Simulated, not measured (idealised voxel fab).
process module | voxel transistor to metal
Square cells of 5 nm make up the cross-section cut, whose width is 155 nm.
Heads up, the way a cross-section reads in here is a grid of square cells, handed over as bands from the top down, with every band being one or more rows of cells.
It is stipulated that each band's entry specify, in nanometres, the height of the top of the band and then that of its bottom, followed by the materials of the band in left-to-right sequence, each together with its width in nanometres. A single material marked by the word "full width" is understood to fill the band from edge to edge; the word "blank" is understood to denote empty space.
The level at which height equals 0 is the one under which the wafer, as it arrives, is entirely one material. No lower edge exists for the bottom band, which continues downward and is notated as in "top 0, no bottom".
Width spec "30..40" -> top row of cells at first value, bottom row at second value, equal per-row change in between.
"all unchanged", as given for a step, is the statement that not any cell of the cross-section underwent a change during that step.
The entry titled "Unvented internal voids" provides the empty spaces that have no open way to the top, restricted to those of 8 cells or more. Each is presented as width x height at distance, the distance being measured from the left edge, with all three in nm.
On a step's line, text after the settings is the simulator commenting on that step.
A step line may carry the setting "overlay nm", which, for steps involving a mask, states the distance by which the mask lay to the right of its intended position; negative values denote displacement to the left.

### Planned step list for the process
| 1 | RECEIVE: material Si |
| 2 | CONFORMAL_DEP: material SiO2, thk nm 5 |
| 3 | CONFORMAL_DEP: material SiN, thk nm 10 |
| 4 | PATTERN: tone cover, mask id ACTIVE, material resist, width nm 105, thk nm 15, overlay nm 0 |
| 5 | DIRECTIONAL_ETCH: etch materials SiN, depth nm 10 |
| 6 | DIRECTIONAL_ETCH: etch materials SiO2, depth nm 5 |
| 7 | DIRECTIONAL_ETCH: etch materials Si, depth nm 35 |
| 8 | STRIP: etch materials resist |
| 9 | OXIDIZE: depth nm 5 |
| 10 | FILL_DEP: material SiO2, thk nm 10 |
| 11 | CMP: height nm 15 |
| 12 | SELECTIVE_ETCH: etch materials SiO2, depth nm 10 |
| 13 | STRIP: etch materials SiN |
| 14 | SELECTIVE_ETCH: etch materials SiO2, depth nm 5 |
| 15 | OXIDIZE: depth nm 5 |
| 16 | DIRECTIONAL_DEP: material polySi, thk nm 20 |
| 17 | DIRECTIONAL_DEP: material SiCN, thk nm 10 |
| 18 | MASKED_ETCH: tone cover, mask id GATE, width nm 25, etch materials SiCN, depth nm 20, overlay nm 0 |
| 19 | MASKED_ETCH: tone cover, mask id GATE, width nm 25, etch materials polySi, depth nm 30, overlay nm 0 |
| 20 | CONFORMAL_DEP: material SiN, thk nm 10 |
| 21 | DIRECTIONAL_ETCH: etch materials SiN, depth nm 10 |
| 22 | DIRECTIONAL_ETCH: etch materials SiO2, depth nm 5 |
| 23 | EPI: material SiGe, thk nm 5 |
| 24 | FILL_DEP: material SiO2, thk nm 10 |
| 25 | CMP: height nm 30 |
| 26 | DIRECTIONAL_DEP: material SiO2, thk nm 10 |
| 27 | MASKED_ETCH: tone open, mask id CONTACT, width nm 25, pitch nm 60, etch materials SiO2, depth nm 40, overlay nm 0 |
| 28 | CONFORMAL_DEP: material TiN, thk nm 5 |
| 29 | FILL_DEP: material Ru, thk nm 5 |
| 30 | CMP: height nm 40 |
| 31 | CONFORMAL_DEP: material SiN, thk nm 5 |
| 32 | DIRECTIONAL_DEP: material SiO2, thk nm 20 |
| 33 | PATTERN: tone open, mask id METAL_1, material resist, width nm 15, pitch nm 70, thk nm 20, overlay nm 0 |
| 34 | DIRECTIONAL_ETCH: etch materials SiO2, depth nm 20 |
| 35 | DIRECTIONAL_ETCH: etch materials SiN, depth nm 5 |
| 36 | STRIP: etch materials resist |
| 37 | CONFORMAL_DEP: material TiN, thk nm 5 |
| 38 | FILL_DEP: material Cu, thk nm 5 |
| 39 | CMP: height nm 65 |
| 40 | EPI: material Ru, thk nm 5 |
| 41 | FILL_DEP: material SiCN, thk nm 5 |
| 42 | DIRECTIONAL_DEP: material lowk, thk nm 35 |
| 43 | DIRECTIONAL_DEP: material aC, thk nm 15 |
| 44 | PATTERN: tone open, mask id METAL_2, material resist, width nm 15, pitch nm 70, thk nm 30, overlay nm 0 |
| 45 | DIRECTIONAL_ETCH: etch materials aC, depth nm 15 |
| 46 | STRIP: etch materials resist |
| 47 | DIRECTIONAL_ETCH: etch materials lowk, depth nm 20 |
| 48 | STRIP: etch materials aC |
| 49 | PATTERN: tone open, mask id METAL_2_HOLES, material resist, width nm 15, pitch nm 70, thk nm 15, overlay nm 0 |
| 50 | DIRECTIONAL_ETCH: etch materials lowk, depth nm 15 |
| 51 | DIRECTIONAL_ETCH: etch materials SiCN, depth nm 5 |
| 52 | STRIP: etch materials resist |
| 53 | CONFORMAL_DEP: material TiN, thk nm 5 |
| 54 | FILL_DEP: material Ru, thk nm 5 |
| 55 | CMP: height nm 110 |
| 56 | CONFORMAL_DEP: material SiCN, thk nm 5 |

### So this is the incoming wafer in cross-section - it's already been through step 1
> top 0, no bottom: Si full width
> Unvented internal voids: none

### First of two wafers at the end of the module, shown in cross-section; run carried out as planned
> top 115, bottom 110: SiCN full width
> top 110, bottom 75: 35 lowk  5 TiN  5 Ru  5 TiN  55 lowk  5 TiN  5 Ru  5 TiN  35 lowk
> top 75, bottom 70: 35 SiCN  15 TiN  55 SiCN  15 TiN  35 SiCN
> top 70, bottom 65: 30 SiCN  25 Ru  45 SiCN  25 Ru  30 SiCN
> top 65, bottom 45: 35 SiO2  5 TiN  5 Cu  5 TiN  55 SiO2  5 TiN  5 Cu  5 TiN  35 SiO2
> top 45, bottom 40: 35 SiN  15 TiN  55 SiN  15 TiN  35 SiN
> top 40, bottom 30: 35 SiO2  5 TiN  15..10 Ru  5..10 TiN  35 SiO2  5..10 TiN  15..10 Ru  5 TiN  35 SiO2
> top 30, bottom 20: 35 SiO2  5 TiN  10 Ru  5 TiN  10 SiN  25 SiCN  10 SiN  5 TiN  10 Ru  5 TiN  35 SiO2
> top 20, bottom 5: 35 SiO2  5 TiN  10 Ru  5 TiN  10 SiN  25 polySi  10 SiN  5 TiN  10 Ru  5 TiN  35 SiO2
> top 5, bottom 0: 35 SiO2  20 TiN  10 SiN  25 polySi  10 SiN  20 TiN  35 SiO2
> top 0, bottom -5: 25 SiO2  30 SiGe  45 SiO2  30 SiGe  25 SiO2
> top -5, bottom -40: 30 SiO2  95 Si  30 SiO2
> top -40, no bottom: Si full width
> Unvented internal voids: none

### Module end: cross-section of wafer two of two. Same start and process plan as the first wafer. One mistake during execution
> top 115, bottom 110: SiCN full width
> top 110, bottom 75: 35 lowk  5 TiN  5 Ru  5 TiN  55 lowk  5 TiN  5 Ru  5 TiN  35 lowk
> top 75, bottom 70: 35 SiCN  15 TiN  55 SiCN  15 TiN  35 SiCN
> top 70, bottom 65: 30 SiCN  25 Ru  45 SiCN  25 Ru  30 SiCN
> top 65, bottom 45: 35 SiO2  5 TiN  5 Cu  5 TiN  55 SiO2  5 TiN  5 Cu  5 TiN  35 SiO2
> top 45, bottom 40: 35 SiN  15 TiN  55 SiN  15 TiN  35 SiN
> top 40, bottom 30: 35 SiO2  5 TiN  15..10 Ru  5..10 TiN  35 SiO2  5..10 TiN  15..10 Ru  5 TiN  35 SiO2
> top 30, bottom 20: 35 SiO2  5 TiN  10 Ru  5 TiN  10 SiN  25 SiCN  10 SiN  5 TiN  10 Ru  5 TiN  35 SiO2
> top 20, bottom 5: 35 SiO2  5 TiN  10 Ru  5 TiN  10 SiN  25 polySi  10 SiN  5 TiN  10 Ru  5 TiN  35 SiO2
> top 5, bottom 0: 35 SiO2  20 TiN  10 SiN  25 polySi  10 SiN  20 TiN  35 SiO2
> top 0, bottom -5: 25 SiGe  105 SiO2  25 SiGe
> top -5, bottom -40: 20 Si  115 SiO2  20 Si
> top -40, no bottom: Si full width
> Unvented internal voids: none
Misprocessing identified: step 4: run off-plan, actual operation and settings PATTERN: tone open, mask id ACTIVE, material resist, width nm 105, thk nm 15, overlay nm 0
Per the end-of-run cell counts, the second wafer holds more or fewer of some materials than the first: Si: 77 fewer; SiGe: 2 fewer; SiO2: 79 more
